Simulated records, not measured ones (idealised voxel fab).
Process module under the name voxel released beams
The cross-section on display is named cut; it measures 210 nm wide, and its cells are 5 nm squares.
Each cross-section below is a grid of square cells, stated as bands in top-down order, with one or more rows of cells making up each band.
Band: top and bottom heights (nm) first, top before bottom; then materials from left to right, widths in nm. "everywhere" marks a sole material filling the band edge to edge. "blank" denotes empty space.
Height is counted from the level 0, under which the received wafer is composed throughout of one material. The lowest of the bands is not closed at the bottom but continues downward, in the notation "0..down".
When a width is written as two numbers, as in "30->40", the first number is the width in the top row of cells of the band and the second is the width in its bottom row, and the width changes by the same amount from each row to the next.
The designation "all unchanged", where it is given for a processing step, indicates that no cell of the cross-section was altered in the course of that step.
Heads up: "Sealed void list" only lists the empty pockets with no open path to the top that are 8 cells or more, and it writes them as width x height at distance, distance from the left edge, in nm.
That trailing text on a step's line, after the settings, is the simulator's own remark on the step.
overlay nm: step with mask; distance mask lay right of planned place; negative value = left of planned place.
STEPS IN THE PROCESS PLAN
| 1 | RECEIVE (material Si) |
| 2 | CONFORMAL_DEP (material Al2O3; thk nm 5) |
| 3 | DIRECTIONAL_DEP (material SiO2; thk nm 20) |
| 4 | MASKED_ETCH (tone open; mask id ANCHOR; width nm 40; etch materials SiO2; depth nm 20; overlay nm 0) |
| 5 | CONFORMAL_DEP (material W; thk nm 15) |
| 6 | PATTERN (tone cover; mask id BEAM; material resist; width nm 105; thk nm 15; overlay nm 0) |
| 7 | DIRECTIONAL_ETCH (etch materials W; depth nm 15) |
| 8 | STRIP (etch materials resist) |
| 9 | STRIP (etch materials SiO2) |
CROSS-SECTION: WAFER ON ARRIVAL = AFTER STEP 1
0..down | Si everywhere
Sealed void list: none
END STATE OF THE MODULE IN CROSS-SECTION, GIVEN THE ABOVE STARTING POINT AND PLAN AND ONE MISTAKE IN EXECUTION
40..25 | blank 50 nm, then W 105 nm, then blank 55 nm
25..20 | Al2O3 everywhere
20..0 | SiO2 everywhere
0..down | Si everywhere
Sealed void list: none
Error vs. plan: steps 2 and 3: order swapped relative to plan
